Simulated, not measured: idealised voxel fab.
process module | voxel ribs on slabs
cross-section cut | 250 nm wide | cells 5 nm
A cross-section is a grid of square cells, given in bands from the top down. A band is one or more rows of cells.
Each band's line starts with the height of the band's top and of its bottom, in nm. Then come its materials from left to right, each with its width in nm. One material with "throughout" fills the band from edge to edge. "air" is empty space.
Height 0 is the level under which the wafer as received is all one material. The lowest band goes on downwards, as in "0 down".
A width such as "30 to 40" changes by the same amount from each row of cells to the next, from the band's top row to its bottom row.
"no change" after a step means that no cell of the cross-section changed.
closed voids: empty space of 8 cells or more with no open way to the top, each as width x height at its distance from the left edge, in nm
after a step's settings: what the simulator itself notes on the step
overlay nm, on a step with a mask: how far to the right of its planned place the mask lay; to the left if negative
plan
1 op RECEIVE | material Si
2 op DIRECTIONAL_DEP | material SiO2 | thk nm 30
3 op DIRECTIONAL_DEP | material polySi | thk nm 20
4 op PATTERN | tone cover | mask id RIB | material resist | width nm 30 | thk nm 20 | overlay nm 0
5 op DIRECTIONAL_ETCH | etch materials polySi | depth nm 5
6 op STRIP | etch materials resist
7 op MASKED_ETCH | tone cover | mask id SLAB | width nm 90 | etch materials polySi | depth nm 15 | overlay nm 0
8 op FILL_DEP | material SiO2 | thk nm 15
9 op CMP | height nm 60
10 op DIRECTIONAL_DEP | material TiN | thk nm 5
11 op DIRECTIONAL_DEP | material aC | thk nm 10
12 op PATTERN | tone cover | mask id HEATER | material resist | width nm 40 | thk nm 25 | overlay nm 0
13 op DIRECTIONAL_ETCH | etch materials aC | depth nm 10
14 op STRIP | etch materials resist
15 op DIRECTIONAL_ETCH | etch materials TiN | depth nm 5
16 op STRIP | etch materials aC
17 op CONFORMAL_DEP | material SiO2 | thk nm 10
as received, after step 1
  0 down: Si throughout
  closed voids: none
a wafer at the end: this start, this plan, one mistake
  65 to 60: air 105 | TiN 40 | air 105
  60 to 50: SiO2 throughout
  50 to 45: SiO2 110 | polySi 30 | SiO2 110
  45 to 30: SiO2 80 | polySi 90 | SiO2 80
  30 to 0: SiO2 throughout
  0 down: Si throughout
  closed voids: none
what went wrong: step 17 was left out
